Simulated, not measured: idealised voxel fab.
Process module in this document: voxel self aligned vias
The width of the displayed cross-section, cut, is 270 nm; its cells are square, with a size of 5 nm.
Just so we're on the same page, the cross-sections are grids of square cells, and they're listed out in bands top to bottom, each band one or more rows deep. Basically the band line says how high the top is and how high the bottom is, in nm, and then what's in it from left to right, every material with its width in nm. Empty space shows up as "air", and if a single material carries "edge to edge" it runs the full band edge to edge. We count height from 0. Below that, the starting wafer is all one material. The lowest band never ends at the bottom but goes on down; see "z 0 and below" for how that is written. The notation "30..40" denotes a width that varies across the rows of cells in the band, beginning at the first number in the top row, finishing at the second number in the bottom row, and changing by an identical amount from each row to the next. "nothing different" means the step left every cell of the cross-section as it was. So "Encapsulated voids" is basically the list of trapped voids: any empty space of 8 cells or more that can't reach the top through an opening. They're written width x height at distance, the distance being from the left edge, and it's all nm. It should be noted that, on the line of a given step, the content following the step's settings is a remark produced by the simulator itself with respect to that step. The "overlay nm" setting may appear on a step's line; for a step that uses a mask, it gives how far to the right of its planned position the mask lay, and a negative value indicates the left.

Steps planned for the process:
1 RECEIVE | material Si
2 CONFORMAL_DEP | material SiO2 | thk nm 15
3 CONFORMAL_DEP | material SiCN | thk nm 5
4 DIRECTIONAL_DEP | material lowk | thk nm 30
5 DIRECTIONAL_DEP | material aC | thk nm 10
6 PATTERN | tone open | mask id LINES | material resist | width nm 20 | pitch nm 50 | thk nm 30 | overlay nm 0
7 DIRECTIONAL_ETCH | etch materials aC | depth nm 10
8 STRIP | etch materials resist
9 DIRECTIONAL_ETCH | etch materials lowk | depth nm 30
10 STRIP | etch materials aC
11 CONFORMAL_DEP | material TiN | thk nm 5
12 FILL_DEP | material Ru | thk nm 10
13 CMP | height nm 50
14 SELECTIVE_ETCH | etch materials W Ru TiN | depth nm 10
15 FILL_DEP | material SiN | thk nm 5
16 CMP | height nm 50
17 DIRECTIONAL_DEP | material lowk | thk nm 20
18 DIRECTIONAL_DEP | material aC | thk nm 15
19 PATTERN | tone open | mask id VIAS | material resist | width nm 30 | pitch nm 50 | thk nm 35 | overlay nm 0
20 DIRECTIONAL_ETCH | etch materials aC | depth nm 15
21 STRIP | etch materials resist
22 DIRECTIONAL_ETCH | etch materials lowk | depth nm 20
23 DIRECTIONAL_ETCH | etch materials SiN | depth nm 10
24 STRIP | etch materials aC
25 CONFORMAL_DEP | material TiN | thk nm 5
26 FILL_DEP | material W | thk nm 10
27 CMP | height nm 70
28 CONFORMAL_DEP | material SiN | thk nm 5

First of two wafers, processed according to plan:

The cross-section here shows the wafer as received, i.e. in its state after step 1:
> z 0 and below: Si edge to edge
> Encapsulated voids: none

Wafer section view after processing step 2:
> z 15 to 0: SiO2 edge to edge
> Beneath the level 0, the cross-section is identical to its previous state.

Wafer section view after processing step 3:
> z 20 to 15: SiCN edge to edge
> Beneath the level 15, the cross-section is identical to its previous state.

Wafer section view after processing step 4:
> z 50 to 20: lowk edge to edge
> Beneath the level 20, the cross-section is identical to its previous state.

Wafer section view after processing step 5:
> z 60 to 50: aC edge to edge
> Beneath the level 50, the cross-section is identical to its previous state.

Wafer section view after processing step 6:
> z 90 to 60: resist 100 nm, then air 20 nm, then resist 30 nm, then air 20 nm, then resist 100 nm
> Beneath the level 60, the cross-section is identical to its previous state.

Wafer section view after processing step 7:
> z 80 to 60: resist 100 nm, then air 20 nm, then resist 30 nm, then air 20 nm, then resist 100 nm
> z 60 to 50: aC 100 nm, then air 20 nm, then aC 30 nm, then air 20 nm, then aC 100 nm
> Beneath the level 50, the cross-section is identical to its previous state.

Wafer section view after processing step 8:
> z 60 to 50: aC 100 nm, then air 20 nm, then aC 30 nm, then air 20 nm, then aC 100 nm
> Beneath the level 50, the cross-section is identical to its previous state.

Wafer section view after processing step 9:
> z 60 to 50: aC 100 nm, then air 20 nm, then aC 30 nm, then air 20 nm, then aC 100 nm
> z 50 to 20: lowk 100 nm, then air 20 nm, then lowk 30 nm, then air 20 nm, then lowk 100 nm
> Beneath the level 20, the cross-section is identical to its previous state.

Wafer section view after processing step 10:
> z 50 to 20: lowk 100 nm, then air 20 nm, then lowk 30 nm, then air 20 nm, then lowk 100 nm
> Beneath the level 20, the cross-section is identical to its previous state.

Wafer section view after processing step 11:
> z 55 to 50: TiN 105 nm, then air 10 nm, then TiN 40 nm, then air 10 nm, then TiN 105 nm
> z 50 to 25: lowk 100 nm, then TiN 5 nm, then air 10 nm, then TiN 5 nm, then lowk 30 nm, then TiN 5 nm, then air 10 nm, then TiN 5 nm, then lowk 100 nm
> z 25 to 20: lowk 100 nm, then TiN 20 nm, then lowk 30 nm, then TiN 20 nm, then lowk 100 nm
> Beneath the level 20, the cross-section is identical to its previous state.

Wafer section view after processing step 12:
> z 65 to 55: Ru edge to edge
> z 55 to 50: TiN 105 nm, then Ru 10 nm, then TiN 40 nm, then Ru 10 nm, then TiN 105 nm
> z 50 to 25: lowk 100 nm, then TiN 5 nm, then Ru 10 nm, then TiN 5 nm, then lowk 30 nm, then TiN 5 nm, then Ru 10 nm, then TiN 5 nm, then lowk 100 nm
> Beneath the level 25, the cross-section is identical to its previous state.

Wafer section view after processing step 13:
> z 50 to 25: lowk 100 nm, then TiN 5 nm, then Ru 10 nm, then TiN 5 nm, then lowk 30 nm, then TiN 5 nm, then Ru 10 nm, then TiN 5 nm, then lowk 100 nm
> Beneath the level 25, the cross-section is identical to its previous state.

Wafer section view after processing step 14:
> z 50 to 40: lowk 100 nm, then air 20 nm, then lowk 30 nm, then air 20 nm, then lowk 100 nm
> Beneath the level 40, the cross-section is identical to its previous state.

Wafer section view after processing step 15:
> z 55 to 50: SiN edge to edge
> z 50 to 40: lowk 100 nm, then SiN 20 nm, then lowk 30 nm, then SiN 20 nm, then lowk 100 nm
> Beneath the level 40, the cross-section is identical to its previous state.

Wafer section view after processing step 16:
> z 50 to 40: lowk 100 nm, then SiN 20 nm, then lowk 30 nm, then SiN 20 nm, then lowk 100 nm
> Beneath the level 40, the cross-section is identical to its previous state.

Wafer section view after processing step 17:
> z 70 to 50: lowk edge to edge
> Beneath the level 50, the cross-section is identical to its previous state.

Wafer section view after processing step 18:
> z 85 to 70: aC edge to edge
> Beneath the level 70, the cross-section is identical to its previous state.

Wafer section view after processing step 19:
> z 120 to 85: resist 95 nm, then air 30 nm, then resist 20 nm, then air 30 nm, then resist 95 nm
> Beneath the level 85, the cross-section is identical to its previous state.

Wafer section view after processing step 20:
> z 105 to 85: resist 95 nm, then air 30 nm, then resist 20 nm, then air 30 nm, then resist 95 nm
> z 85 to 70: aC 95 nm, then air 30 nm, then aC 20 nm, then air 30 nm, then aC 95 nm
> Beneath the level 70, the cross-section is identical to its previous state.

Wafer section view after processing step 21:
> z 85 to 70: aC 95 nm, then air 30 nm, then aC 20 nm, then air 30 nm, then aC 95 nm
> Beneath the level 70, the cross-section is identical to its previous state.

Wafer section view after processing step 22:
> z 85 to 70: aC 95 nm, then air 30 nm, then aC 20 nm, then air 30 nm, then aC 95 nm
> z 70 to 50: lowk 95 nm, then air 30 nm, then lowk 20 nm, then air 30 nm, then lowk 95 nm
> Beneath the level 50, the cross-section is identical to its previous state.

Wafer section view after processing step 23:
> z 85 to 70: aC 95 nm, then air 30 nm, then aC 20 nm, then air 30 nm, then aC 95 nm
> z 70 to 50: lowk 95 nm, then air 30 nm, then lowk 20 nm, then air 30 nm, then lowk 95 nm
> z 50 to 40: lowk 100 nm, then air 20 nm, then lowk 30 nm, then air 20 nm, then lowk 100 nm
> Beneath the level 40, the cross-section is identical to its previous state.

Wafer section view after processing step 24:
> z 70 to 50: lowk 95 nm, then air 30 nm, then lowk 20 nm, then air 30 nm, then lowk 95 nm
> Beneath the level 50, the cross-section is identical to its previous state.

Wafer section view after processing step 25:
> z 75 to 70: TiN 100 nm, then air 20 nm, then TiN 30 nm, then air 20 nm, then TiN 100 nm
> z 70 to 55: lowk 95 nm, then TiN 5 nm, then air 20 nm, then TiN 5 nm, then lowk 20 nm, then TiN 5 nm, then air 20 nm, then TiN 5 nm, then lowk 95 nm
> z 55 to 45: lowk 95..100 nm, then TiN 10..5 nm, then air 10 nm, then TiN 10..5 nm, then lowk 20..30 nm, then TiN 10..5 nm, then air 10 nm, then TiN 10..5 nm, then lowk 95..100 nm
> z 45 to 40: lowk 100 nm, then TiN 20 nm, then lowk 30 nm, then TiN 20 nm, then lowk 100 nm
> Beneath the level 40, the cross-section is identical to its previous state.

Wafer section view after processing step 26:
> z 85 to 75: W edge to edge
> z 75 to 70: TiN 100 nm, then W 20 nm, then TiN 30 nm, then W 20 nm, then TiN 100 nm
> z 70 to 55: lowk 95 nm, then TiN 5 nm, then W 20 nm, then TiN 5 nm, then lowk 20 nm, then TiN 5 nm, then W 20 nm, then TiN 5 nm, then lowk 95 nm
> z 55 to 45: lowk 95..100 nm, then TiN 10..5 nm, then W 10 nm, then TiN 10..5 nm, then lowk 20..30 nm, then TiN 10..5 nm, then W 10 nm, then TiN 10..5 nm, then lowk 95..100 nm
> Beneath the level 45, the cross-section is identical to its previous state.

Wafer section view after processing step 27:
> z 70 to 55: lowk 95 nm, then TiN 5 nm, then W 20 nm, then TiN 5 nm, then lowk 20 nm, then TiN 5 nm, then W 20 nm, then TiN 5 nm, then lowk 95 nm
> Beneath the level 55, the cross-section is identical to its previous state.

Wafer section view after processing step 28:
> z 75 to 70: SiN edge to edge
> Beneath the level 70, the cross-section is identical to its previous state.

Wafer two: like wafer one in start and plan, but with one mistake in execution; identical up to and including step 2:

Cross-section of the second wafer at the time by which step 3 should have been completed according to the plan: nothing different

Cross-section of the second wafer at the time by which step 4 should have been completed according to the plan:
> z 45 to 15: lowk edge to edge
> Beneath the level 15, the cross-section is identical to its previous state.

Cross-section of the second wafer at the time by which step 5 should have been completed according to the plan:
> z 55 to 45: aC edge to edge
> Beneath the level 45, the cross-section is identical to its previous state.

Cross-section of the second wafer at the time by which step 6 should have been completed according to the plan:
> z 85 to 55: resist 100 nm, then air 20 nm, then resist 30 nm, then air 20 nm, then resist 100 nm
> Beneath the level 55, the cross-section is identical to its previous state.

Cross-section of the second wafer at the time by which step 7 should have been completed according to the plan:
> z 75 to 55: resist 100 nm, then air 20 nm, then resist 30 nm, then air 20 nm, then resist 100 nm
> z 55 to 45: aC 100 nm, then air 20 nm, then aC 30 nm, then air 20 nm, then aC 100 nm
> Beneath the level 45, the cross-section is identical to its previous state.

Cross-section of the second wafer at the time by which step 8 should have been completed according to the plan:
> z 55 to 45: aC 100 nm, then air 20 nm, then aC 30 nm, then air 20 nm, then aC 100 nm
> Beneath the level 45, the cross-section is identical to its previous state.

Cross-section of the second wafer at the time by which step 9 should have been completed according to the plan:
> z 55 to 45: aC 100 nm, then air 20 nm, then aC 30 nm, then air 20 nm, then aC 100 nm
> z 45 to 15: lowk 100 nm, then air 20 nm, then lowk 30 nm, then air 20 nm, then lowk 100 nm
> Beneath the level 15, the cross-section is identical to its previous state.

Cross-section of the second wafer at the time by which step 10 should have been completed according to the plan:
> z 45 to 15: lowk 100 nm, then air 20 nm, then lowk 30 nm, then air 20 nm, then lowk 100 nm
> Beneath the level 15, the cross-section is identical to its previous state.

Cross-section of the second wafer at the time by which step 11 should have been completed according to the plan:
> z 50 to 45: TiN 105 nm, then air 10 nm, then TiN 40 nm, then air 10 nm, then TiN 105 nm
> z 45 to 20: lowk 100 nm, then TiN 5 nm, then air 10 nm, then TiN 5 nm, then lowk 30 nm, then TiN 5 nm, then air 10 nm, then TiN 5 nm, then lowk 100 nm
> z 20 to 15: lowk 100 nm, then TiN 20 nm, then lowk 30 nm, then TiN 20 nm, then lowk 100 nm
> Beneath the level 15, the cross-section is identical to its previous state.

Cross-section of the second wafer at the time by which step 12 should have been completed according to the plan:
> z 60 to 50: Ru edge to edge
> z 50 to 45: TiN 105 nm, then Ru 10 nm, then TiN 40 nm, then Ru 10 nm, then TiN 105 nm
> z 45 to 20: lowk 100 nm, then TiN 5 nm, then Ru 10 nm, then TiN 5 nm, then lowk 30 nm, then TiN 5 nm, then Ru 10 nm, then TiN 5 nm, then lowk 100 nm
> Beneath the level 20, the cross-section is identical to its previous state.

Cross-section of the second wafer at the time by which step 13 should have been completed according to the plan:
> z 50 to 45: TiN 105 nm, then Ru 10 nm, then TiN 40 nm, then Ru 10 nm, then TiN 105 nm
> Beneath the level 45, the cross-section is identical to its previous state.

Cross-section of the second wafer at the time by which step 14 should have been completed according to the plan:
> z 45 to 40: lowk 100 nm, then air 20 nm, then lowk 30 nm, then air 20 nm, then lowk 100 nm
> Beneath the level 40, the cross-section is identical to its previous state.

Cross-section of the second wafer at the time by which step 15 should have been completed according to the plan:
> z 50 to 45: SiN edge to edge
> z 45 to 40: lowk 100 nm, then SiN 20 nm, then lowk 30 nm, then SiN 20 nm, then lowk 100 nm
> Beneath the level 40, the cross-section is identical to its previous state.

Cross-section of the second wafer at the time by which step 16 should have been completed according to the plan: nothing different

Cross-section of the second wafer at the time by which step 17 should have been completed according to the plan:
> z 70 to 50: lowk edge to edge
> Beneath the level 50, the cross-section is identical to its previous state.

Cross-section of the second wafer at the time by which step 18 should have been completed according to the plan:
> z 85 to 70: aC edge to edge
> Beneath the level 70, the cross-section is identical to its previous state.

Cross-section of the second wafer at the time by which step 19 should have been completed according to the plan:
> z 120 to 85: resist 95 nm, then air 30 nm, then resist 20 nm, then air 30 nm, then resist 95 nm
> Beneath the level 85, the cross-section is identical to its previous state.

Cross-section of the second wafer at the time by which step 20 should have been completed according to the plan:
> z 105 to 85: resist 95 nm, then air 30 nm, then resist 20 nm, then air 30 nm, then resist 95 nm
> z 85 to 70: aC 95 nm, then air 30 nm, then aC 20 nm, then air 30 nm, then aC 95 nm
> Beneath the level 70, the cross-section is identical to its previous state.

Cross-section of the second wafer at the time by which step 21 should have been completed according to the plan:
> z 85 to 70: aC 95 nm, then air 30 nm, then aC 20 nm, then air 30 nm, then aC 95 nm
> Beneath the level 70, the cross-section is identical to its previous state.

Cross-section of the second wafer at the time by which step 22 should have been completed according to the plan:
> z 85 to 70: aC 95 nm, then air 30 nm, then aC 20 nm, then air 30 nm, then aC 95 nm
> z 70 to 50: lowk 95 nm, then air 30 nm, then lowk 20 nm, then air 30 nm, then lowk 95 nm
> Beneath the level 50, the cross-section is identical to its previous state.

Cross-section of the second wafer at the time by which step 23 should have been completed according to the plan:
> z 85 to 70: aC 95 nm, then air 30 nm, then aC 20 nm, then air 30 nm, then aC 95 nm
> z 70 to 50: lowk 95 nm, then air 30 nm, then lowk 20 nm, then air 30 nm, then lowk 95 nm
> z 50 to 45: SiN 95 nm, then air 30 nm, then SiN 20 nm, then air 30 nm, then SiN 95 nm
> z 45 to 40: lowk 100 nm, then air 20 nm, then lowk 30 nm, then air 20 nm, then lowk 100 nm
> Beneath the level 40, the cross-section is identical to its previous state.

Cross-section of the second wafer at the time by which step 24 should have been completed according to the plan:
> z 70 to 50: lowk 95 nm, then air 30 nm, then lowk 20 nm, then air 30 nm, then lowk 95 nm
> Beneath the level 50, the cross-section is identical to its previous state.

Cross-section of the second wafer at the time by which step 25 should have been completed according to the plan:
> z 75 to 70: TiN 100 nm, then air 20 nm, then TiN 30 nm, then air 20 nm, then TiN 100 nm
> z 70 to 50: lowk 95 nm, then TiN 5 nm, then air 20 nm, then TiN 5 nm, then lowk 20 nm, then TiN 5 nm, then air 20 nm, then TiN 5 nm, then lowk 95 nm
> z 50 to 45: SiN 95 nm, then TiN 10 nm, then air 10 nm, then TiN 10 nm, then SiN 20 nm, then TiN 10 nm, then air 10 nm, then TiN 10 nm, then SiN 95 nm
> z 45 to 40: lowk 100 nm, then TiN 20 nm, then lowk 30 nm, then TiN 20 nm, then lowk 100 nm
> Beneath the level 40, the cross-section is identical to its previous state.

Cross-section of the second wafer at the time by which step 26 should have been completed according to the plan:
> z 85 to 75: W edge to edge
> z 75 to 70: TiN 100 nm, then W 20 nm, then TiN 30 nm, then W 20 nm, then TiN 100 nm
> z 70 to 50: lowk 95 nm, then TiN 5 nm, then W 20 nm, then TiN 5 nm, then lowk 20 nm, then TiN 5 nm, then W 20 nm, then TiN 5 nm, then lowk 95 nm
> z 50 to 45: SiN 95 nm, then TiN 10 nm, then W 10 nm, then TiN 10 nm, then SiN 20 nm, then TiN 10 nm, then W 10 nm, then TiN 10 nm, then SiN 95 nm
> Beneath the level 45, the cross-section is identical to its previous state.

Cross-section of the second wafer at the time by which step 27 should have been completed according to the plan:
> z 70 to 50: lowk 95 nm, then TiN 5 nm, then W 20 nm, then TiN 5 nm, then lowk 20 nm, then TiN 5 nm, then W 20 nm, then TiN 5 nm, then lowk 95 nm
> Beneath the level 50, the cross-section is identical to its previous state.

Cross-section of the second wafer at the time by which step 28 should have been completed according to the plan:
> z 75 to 70: SiN edge to edge
> Beneath the level 70, the cross-section is identical to its previous state.
Where did the run depart from the plan? step 3 of the plan was excluded from execution and never run
FYI, end of process, the second wafer has more or fewer cells of some materials than the first: +4 Ru, -54 SiCN, +42 SiN, +4 TiN, +4 W
